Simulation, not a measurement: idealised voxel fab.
Proc. module: voxel fin reveal
The cross-section shown here is cut; it is 200 nm wide and divided into square cells measuring 5 nm on a side.
Heads up, the way a cross-section reads in here is a grid of square cells, handed over as bands from the top down, with every band being one or more rows of cells.
Top, bottom (nm), then materials left to right with widths (nm); lone material tagged "edge to edge" fills the whole band edge to edge; "blank" = empty space.
Measure heights from 0. That's the level where, below it, the as-received wafer is all one material. The lowest band is bottomless and extends downward; write it as in "0 nm and below".
A width such as "30->40" changes by the same amount from each row of cells to the next, from the band's top row to its bottom row.
"remained the same" for a step: no cell of the cross-section changed in that step.
Closed void register: empty space of 8 cells or more with no open way to the top, each as width x height at its distance from the left edge, in nm
Where a step's line continues beyond its settings, the continuation is a remark by the simulator itself on that step.
overlay nm: mask right of planned place by this much (step with mask). Neg. = left.
These are the steps we planned for the process:
1,RECEIVE (material Si)
2,CONFORMAL_DEP (material SiN; thk nm 5)
3,PATTERN (tone cover; mask id FINS; material resist; width nm 15; pitch nm 45; thk nm 20; overlay nm 0)
4,DIRECTIONAL_ETCH (etch materials SiN; depth nm 5)
5,DIRECTIONAL_ETCH (etch materials Si; depth nm 40)
6,STRIP (etch materials resist)
7,OXIDIZE (depth nm 5)
8,FILL_DEP (material SiO2; thk nm 5)
9,CMP (height nm 5)
10,SELECTIVE_ETCH (etch materials SiO2; depth nm 35)
11,STRIP (etch materials SiN)
Cross-sectional view of the wafer in its as-received condition, corresponding to the state after step 1:
* 0 nm and below: Si edge to edge
* Closed void register: none
The following cross-section depicts the wafer upon conclusion of the module. Processing commenced from the starting condition illustrated above and adhered to the plan illustrated above, save for one mistake in execution:
* 0 nm to -30 nm: 50 of blank; 5 of Si; 40 of blank; 5 of Si; 40 of blank; 5 of Si; 55 of blank
* -30 nm to -35 nm: 10 of SiO2; 40 of blank; 5 of Si; 40 of blank; 5 of Si; 40 of blank; 5 of Si; 40 of blank; 15 of SiO2
* -35 nm to -45 nm: 50 of SiO2; 5 of Si; 40 of SiO2; 5 of Si; 40 of SiO2; 5 of Si; 55 of SiO2
* -45 nm and below: Si edge to edge
* Closed void register: none
What broke from the plan during processing? deviation from plan: step 11 and step 10 executed in one another's positions
